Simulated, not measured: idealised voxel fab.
Documented hereafter: the process module known as voxel ribs on slabs.
We display cut, a cross-section 250 nm in width whose square cells are each 5 nm.
Each cross-section below is a grid of square cells, stated as bands in top-down order, with one or more rows of cells making up each band. First you get the band's top height and its bottom height, in nm, and then the materials it's made of, left to right, with each width in nm. If you see a single material with "full width", that one covers the band edge to edge. "air" is empty space. Counting heights begins at 0, where everything beneath is, in the wafer as received, one material. The lowest band has no bottom; it goes on downwards, as "0..down" shows. Width "30->40": first value at the band's top row of cells, second value at its bottom row, equal change from row to row. Reading "same as before" for a step: not a cell of the cross-section changed in it. In the "Closed empty spaces" entry, you get each enclosed empty space of 8 cells or more, one with no open way to the top, written width x height at distance, distance from the left edge, in nm. Text after the settings on a step's line: the simulator's own remark on that step. What "overlay nm" on a step's line means: if the step has a mask, that mask lay this far to the right of its planned place, or, when the value is negative, to the left.

LIST OF PLANNED PROCESS STEPS
step 1: RECEIVE [material Si]
step 2: DIRECTIONAL_DEP [material SiO2] [thk nm 25]
step 3: DIRECTIONAL_DEP [material polySi] [thk nm 15]
step 4: PATTERN [tone cover] [mask id RIB] [material resist] [width nm 30] [thk nm 20] [overlay nm 0]
step 5: DIRECTIONAL_ETCH [etch materials polySi] [depth nm 10]
step 6: STRIP [etch materials resist]
step 7: MASKED_ETCH [tone cover] [mask id SLAB] [width nm 90] [etch materials polySi] [depth nm 5] [overlay nm 0]
step 8: FILL_DEP [material SiO2] [thk nm 25]
step 9: CMP [height nm 60]
step 10: DIRECTIONAL_DEP [material TiN] [thk nm 5]
step 11: MASKED_ETCH [tone cover] [mask id HEATER] [width nm 40] [etch materials TiN] [depth nm 5] [overlay nm 0]
step 12: CONFORMAL_DEP [material SiO2] [thk nm 10]

THE FOLLOWING PERTAINS TO THE FIRST OF TWO WAFERS, WHICH WAS PROCESSED AS PLANNED

AS RECEIVED, AFTER STEP 1
0..down | Si full width
Closed empty spaces: none

CROSS-SECTIONAL REPRESENTATION OF THE WAFER AT THE CONCLUSION OF STEP 2
25..0 | SiO2 full width
Lower than 0, everything is as it was.

CROSS-SECTIONAL REPRESENTATION OF THE WAFER AT THE CONCLUSION OF STEP 3
40..25 | polySi full width
Lower than 25, everything is as it was.

CROSS-SECTIONAL REPRESENTATION OF THE WAFER AT THE CONCLUSION OF STEP 4
60..40 | 110 of air; 30 of resist; 110 of air
Lower than 40, everything is as it was.

CROSS-SECTIONAL REPRESENTATION OF THE WAFER AT THE CONCLUSION OF STEP 5
60..40 | 110 of air; 30 of resist; 110 of air
40..30 | 110 of air; 30 of polySi; 110 of air
Lower than 30, everything is as it was.

CROSS-SECTIONAL REPRESENTATION OF THE WAFER AT THE CONCLUSION OF STEP 6
40..30 | 110 of air; 30 of polySi; 110 of air
Lower than 30, everything is as it was.

CROSS-SECTIONAL REPRESENTATION OF THE WAFER AT THE CONCLUSION OF STEP 7
40..30 | 110 of air; 30 of polySi; 110 of air
30..25 | 80 of air; 90 of polySi; 80 of air
Lower than 25, everything is as it was.

CROSS-SECTIONAL REPRESENTATION OF THE WAFER AT THE CONCLUSION OF STEP 8
65..40 | SiO2 full width
40..30 | 110 of SiO2; 30 of polySi; 110 of SiO2
30..25 | 80 of SiO2; 90 of polySi; 80 of SiO2
Lower than 25, everything is as it was.

CROSS-SECTIONAL REPRESENTATION OF THE WAFER AT THE CONCLUSION OF STEP 9
60..40 | SiO2 full width
Lower than 40, everything is as it was.

CROSS-SECTIONAL REPRESENTATION OF THE WAFER AT THE CONCLUSION OF STEP 10
65..60 | TiN full width
Lower than 60, everything is as it was.

CROSS-SECTIONAL REPRESENTATION OF THE WAFER AT THE CONCLUSION OF STEP 11
65..60 | 105 of air; 40 of TiN; 105 of air
Lower than 60, everything is as it was.

CROSS-SECTIONAL REPRESENTATION OF THE WAFER AT THE CONCLUSION OF STEP 12
75..70 | 95 of air; 60 of SiO2; 95 of air
70..65 | SiO2 full width
65..60 | 105 of SiO2; 40 of TiN; 105 of SiO2
Lower than 60, everything is as it was.

WAFER TWO. SAME START, SAME PLAN, ONE SLIP IN EXECUTION. SAME AS WAFER ONE THROUGH STEP 3, INCLUSIVE

CROSS-SECTION OF THE SECOND WAFER CORRESPONDING TO THE PLANNED CONCLUSION OF STEP 4
60..40 | 105 of air; 40 of resist; 105 of air
Lower than 40, everything is as it was.

CROSS-SECTION OF THE SECOND WAFER CORRESPONDING TO THE PLANNED CONCLUSION OF STEP 5
60..40 | 105 of air; 40 of resist; 105 of air
40..30 | 105 of air; 40 of polySi; 105 of air
Lower than 30, everything is as it was.

CROSS-SECTION OF THE SECOND WAFER CORRESPONDING TO THE PLANNED CONCLUSION OF STEP 6
40..30 | 105 of air; 40 of polySi; 105 of air
Lower than 30, everything is as it was.

CROSS-SECTION OF THE SECOND WAFER CORRESPONDING TO THE PLANNED CONCLUSION OF STEP 7
40..30 | 105 of air; 40 of polySi; 105 of air
30..25 | 80 of air; 90 of polySi; 80 of air
Lower than 25, everything is as it was.

CROSS-SECTION OF THE SECOND WAFER CORRESPONDING TO THE PLANNED CONCLUSION OF STEP 8
65..40 | SiO2 full width
40..30 | 105 of SiO2; 40 of polySi; 105 of SiO2
30..25 | 80 of SiO2; 90 of polySi; 80 of SiO2
Lower than 25, everything is as it was.

CROSS-SECTION OF THE SECOND WAFER CORRESPONDING TO THE PLANNED CONCLUSION OF STEP 9
60..40 | SiO2 full width
Lower than 40, everything is as it was.

CROSS-SECTION OF THE SECOND WAFER CORRESPONDING TO THE PLANNED CONCLUSION OF STEP 10
65..60 | TiN full width
Lower than 60, everything is as it was.

CROSS-SECTION OF THE SECOND WAFER CORRESPONDING TO THE PLANNED CONCLUSION OF STEP 11
65..60 | 105 of air; 40 of TiN; 105 of air
Lower than 60, everything is as it was.

CROSS-SECTION OF THE SECOND WAFER CORRESPONDING TO THE PLANNED CONCLUSION OF STEP 12
75..70 | 95 of air; 60 of SiO2; 95 of air
70..65 | SiO2 full width
65..60 | 105 of SiO2; 40 of TiN; 105 of SiO2
Lower than 60, everything is as it was.
Processing error: so step 4 ended up running with a different setting than we planned, it ran as PATTERN [tone cover] [mask id RIB] [material resist] [width nm 40] [thk nm 20] [overlay nm 0]
Bottom line after processing is that, in cells, the second wafer is up or down on some materials versus the first: 4 fewer of SiO2; 4 more of polySi
